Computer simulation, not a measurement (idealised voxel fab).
Process module name: voxel capacitor over wiring
Xsec cut, 180 nm wide, square cell size 5 nm.
Each cross-section below is a grid of square cells, stated as bands in top-down order, with one or more rows of cells making up each band. The entry gives the band's vertical extent as a top height and a bottom height in nm, then its horizontal make-up as materials from left to right, each with a width in nm. "empty" stands for empty space; a single material marked "throughout" fills the band edge to edge. Height datum 0, below which the as-received substrate wafer is one material. Lowest band open at the bottom, running downward: "0 nm and below". Per-row width for "30 to 40": begins at first number (top row of band), ends at second number (bottom row), increment between rows held constant. Any step labelled "nothing different" changed none of the cells in the cross-section. Basically, "Closed void catalog" tells you about the enclosed voids: empty spaces with no open way to the top, 8 cells or bigger, each written width x height at distance, where distance is from the left edge, all in nm. It should be noted that, on the line of a given step, the content following the step's settings is a remark produced by the simulator itself with respect to that step. overlay nm: how far to the right of its planned place the mask lay on this masked step (negative: to the left).

Steps in the process plan:
1 RECEIVE with material Si
2 CONFORMAL_DEP with material SiO2, thk nm 15
3 DIRECTIONAL_DEP with material TiN, thk nm 5
4 DIRECTIONAL_DEP with material W, thk nm 20
5 MASKED_ETCH with tone cover, mask id METAL_1, width nm 20, pitch nm 75, etch materials W, depth nm 20, overlay nm 0
6 MASKED_ETCH with tone cover, mask id METAL_1, width nm 15, pitch nm 75, etch materials TiN, depth nm 5, overlay nm 0
7 CONFORMAL_DEP with material SiCN, thk nm 5
8 FILL_DEP with material SiO2, thk nm 10
9 CMP with height nm 40
10 CONFORMAL_DEP with material SiCN, thk nm 5
11 DIRECTIONAL_DEP with material lowk, thk nm 20
12 DIRECTIONAL_DEP with material aC, thk nm 10
13 PATTERN with tone open, mask id PLUG_1, material resist, width nm 15, thk nm 25, overlay nm 0
14 DIRECTIONAL_ETCH with etch materials aC, depth nm 10
15 STRIP with etch materials resist
16 DIRECTIONAL_ETCH with etch materials lowk, depth nm 20
17 DIRECTIONAL_ETCH with etch materials SiCN, depth nm 5
18 STRIP with etch materials aC
19 CONFORMAL_DEP with material TiN, thk nm 5
20 FILL_DEP with material Ru, thk nm 5
21 CMP with height nm 65
22 DIRECTIONAL_DEP with material TiN, thk nm 5
23 DIRECTIONAL_DEP with material HfO2, thk nm 5
24 DIRECTIONAL_DEP with material TiN, thk nm 5
25 MASKED_ETCH with tone cover, mask id UPPER_PLATE, width nm 60, etch materials TiN, depth nm 5, overlay nm 0
26 MASKED_ETCH with tone cover, mask id UPPER_PLATE, width nm 60, etch materials HfO2, depth nm 5, overlay nm 0
27 MASKED_ETCH with tone cover, mask id LOWER_PLATE, width nm 70, etch materials TiN, depth nm 5, overlay nm 0
28 FILL_DEP with material SiO2, thk nm 20
29 CMP with height nm 95
30 PATTERN with tone open, mask id PLUG_2, material resist, width nm 15, thk nm 20, overlay nm 0
31 DIRECTIONAL_ETCH with etch materials SiO2, depth nm 15
32 STRIP with etch materials resist
33 CONFORMAL_DEP with material TiN, thk nm 5
34 FILL_DEP with material Ru, thk nm 10
35 CMP with height nm 95
36 CONFORMAL_DEP with material SiN, thk nm 5
Split variable: width nm, step 6. Plan value = first wafer. Wafers start alike.

Cross-section of the first incoming wafer of several, state after step 1:
> 0 nm and below: Si throughout
> Closed void catalog: none

First wafer of several, cross-section, module end, after step 36 (last):
> 100 nm to 95 nm: SiN throughout
> 95 nm to 85 nm: SiO2 (55) / TiN (5) / Ru (5) / TiN (5) / SiO2 (110)
> 85 nm to 75 nm: SiO2 (55 to 45) / TiN (15 to 60) / SiO2 (110 to 75)
> 75 nm to 70 nm: SiO2 (45) / HfO2 (60) / SiO2 (75)
> 70 nm to 65 nm: SiO2 (40) / TiN (70) / SiO2 (70)
> 65 nm to 45 nm: lowk (45) / TiN (5) / Ru (5) / TiN (5) / lowk (120)
> 45 nm to 40 nm: SiCN (45) / TiN (15) / SiCN (120)
> 40 nm to 20 nm: SiO2 (35) / SiCN (5) / W (20) / SiCN (5) / SiO2 (45) / SiCN (5) / W (20) / SiCN (5) / SiO2 (40)
> 20 nm to 15 nm: SiCN (40) / TiN (20) / SiCN (55) / TiN (20) / SiCN (45)
> 15 nm to 0 nm: SiO2 throughout
> 0 nm and below: Si throughout
> Closed void catalog: none

Final wafer of several, shown in cross-section at the end of the module:
> 100 nm to 95 nm: SiN throughout
> 95 nm to 85 nm: SiO2 (55) / TiN (5) / Ru (5) / TiN (5) / SiO2 (110)
> 85 nm to 75 nm: SiO2 (55 to 45) / TiN (15 to 60) / SiO2 (110 to 75)
> 75 nm to 70 nm: SiO2 (45) / HfO2 (60) / SiO2 (75)
> 70 nm to 65 nm: SiO2 (40) / TiN (70) / SiO2 (70)
> 65 nm to 45 nm: lowk (45) / TiN (5) / Ru (5) / TiN (5) / lowk (120)
> 45 nm to 40 nm: SiCN (45) / TiN (15) / SiCN (120)
> 40 nm to 25 nm: SiO2 (35) / SiCN (5) / W (20) / SiCN (5) / SiO2 (45) / SiCN (5) / W (20) / SiCN (5) / SiO2 (40)
> 25 nm to 20 nm: SiO2 (30) / SiCN (10) / W (20) / SiCN (15) / SiO2 (30) / SiCN (10) / W (20) / SiCN (15) / SiO2 (30)
> 20 nm to 15 nm: SiCN (35) / TiN (35) / SiCN (40) / TiN (35) / SiCN (35)
> 15 nm to 0 nm: SiO2 throughout
> 0 nm and below: Si throughout
> Closed void catalog: none

What follows is a table in which each wafer occupies a row; for the wafer as it stands at the close of the module, the row states, material by material, how many cells have been gained (+) or lost (-) since receipt, and then gives its closed voids:
width nm 15, +12 HfO2, +6 Ru, +77 SiCN, +36 SiN, +373 SiO2, +52 TiN, +32 W, +132 lowk, Closed void catalog: none
width nm 20, +12 HfO2, +6 Ru, +77 SiCN, +36 SiN, +373 SiO2, +52 TiN, +32 W, +132 lowk, Closed void catalog: none
width nm 25, +12 HfO2, +6 Ru, +77 SiCN, +36 SiN, +371 SiO2, +54 TiN, +32 W, +132 lowk, Closed void catalog: none
width nm 30, +12 HfO2, +6 Ru, +77 SiCN, +36 SiN, +369 SiO2, +56 TiN, +32 W, +132 lowk, Closed void catalog: none
width nm 35, +12 HfO2, +6 Ru, +77 SiCN, +36 SiN, +367 SiO2, +58 TiN, +32 W, +132 lowk, Closed void catalog: none
